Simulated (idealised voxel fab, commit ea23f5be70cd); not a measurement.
Process module name: voxel trench capacitor
Shown is cross-section cut, with a width of 200 nm and square cells of size 5 nm.
Cross-section, as written here: a square-cell grid given band by band from the top down, where a band holds one or more rows of cells.
Each band's line starts with the height of the band's top and of its bottom, in nm. Then come its materials from left to right, each with its width in nm. One material with "everywhere" fills the band from edge to edge. "blank" is empty space.
All heights in this document are referenced to 0, defined as the level beneath which the wafer, as received, consists entirely of one material. The lowest band is not bounded below; it extends indefinitely downward and is written in the form "top 0, no bottom".
Graded width ("30..40"): value in top row of band = first number; value in bottom row = second number; row-to-row change constant.
You'll sometimes find "all unchanged" written for a step, and that's the way of saying that nowhere in the cross-section did a cell change during that step.
If an empty space has no open way to the top and is at least 8 cells in size, "Fully enclosed voids" lists it, written width x height at distance, where distance is measured from the left edge and every value is in nm.
If you see something after the settings on a step's line, that's the simulator's own remark about that step.
overlay nm: right-of-plan distance of the mask on a masked step; negative values mean left-of-plan.
**Here's what the planned process steps look like**
step 1: RECEIVE | material Si
step 2: CONFORMAL_DEP | material SiN | thk nm 5
step 3: DIRECTIONAL_DEP | material aC | thk nm 5
step 4: PATTERN | tone open | mask id TRENCH | material resist | width nm 25 | pitch nm 55 | thk nm 30 | overlay nm 0
step 5: DIRECTIONAL_ETCH | etch materials aC | depth nm 10
step 6: STRIP | etch materials resist
step 7: DIRECTIONAL_ETCH | etch materials SiN | depth nm 5
step 8: DIRECTIONAL_ETCH | etch materials Si | depth nm 35
step 9: STRIP | etch materials aC
step 10: CONFORMAL_DEP | material Al2O3 | thk nm 5
step 11: FILL_DEP | material polySi | thk nm 5
step 12: CMP | height nm 5
The thk nm used in step 3 is not the same on every wafer, whereas the starting condition is; the value printed in the plan is the first wafer's.
**Cross-section, first of several wafers, as delivered after step 1**
* top 0, no bottom | Si everywhere
* Fully enclosed voids: none
**After the module's final step, step 12: the first of several wafers in cross-section**
* top 5, bottom 0 | SiN (60); Al2O3 (5); polySi (15); Al2O3 (5); SiN (30); Al2O3 (5); polySi (15); Al2O3 (5); SiN (60)
* top 0, bottom -30 | Si (60); Al2O3 (5); polySi (15); Al2O3 (5); Si (30); Al2O3 (5); polySi (15); Al2O3 (5); Si (60)
* top -30, bottom -35 | Si (60); Al2O3 (25); Si (30); Al2O3 (25); Si (60)
* top -35, no bottom | Si everywhere
* Fully enclosed voids: none
**Last wafer x-sec, end of module**
* top 5, bottom 0 | SiN everywhere
* top 0, no bottom | Si everywhere
* Fully enclosed voids: none
**Wafer rows, end of module: cells per material gained (+) or lost (-) since receipt; closed voids last**
thk nm 5; +38 Al2O3; -70 Si; +30 SiN; +42 polySi; Fully enclosed voids: none
thk nm 10; +38 Al2O3; -70 Si; +30 SiN; +42 polySi; Fully enclosed voids: none
thk nm 15; +40 SiN; Fully enclosed voids: none
thk nm 20; +40 SiN; Fully enclosed voids: none
thk nm 25; +40 SiN; Fully enclosed voids: none
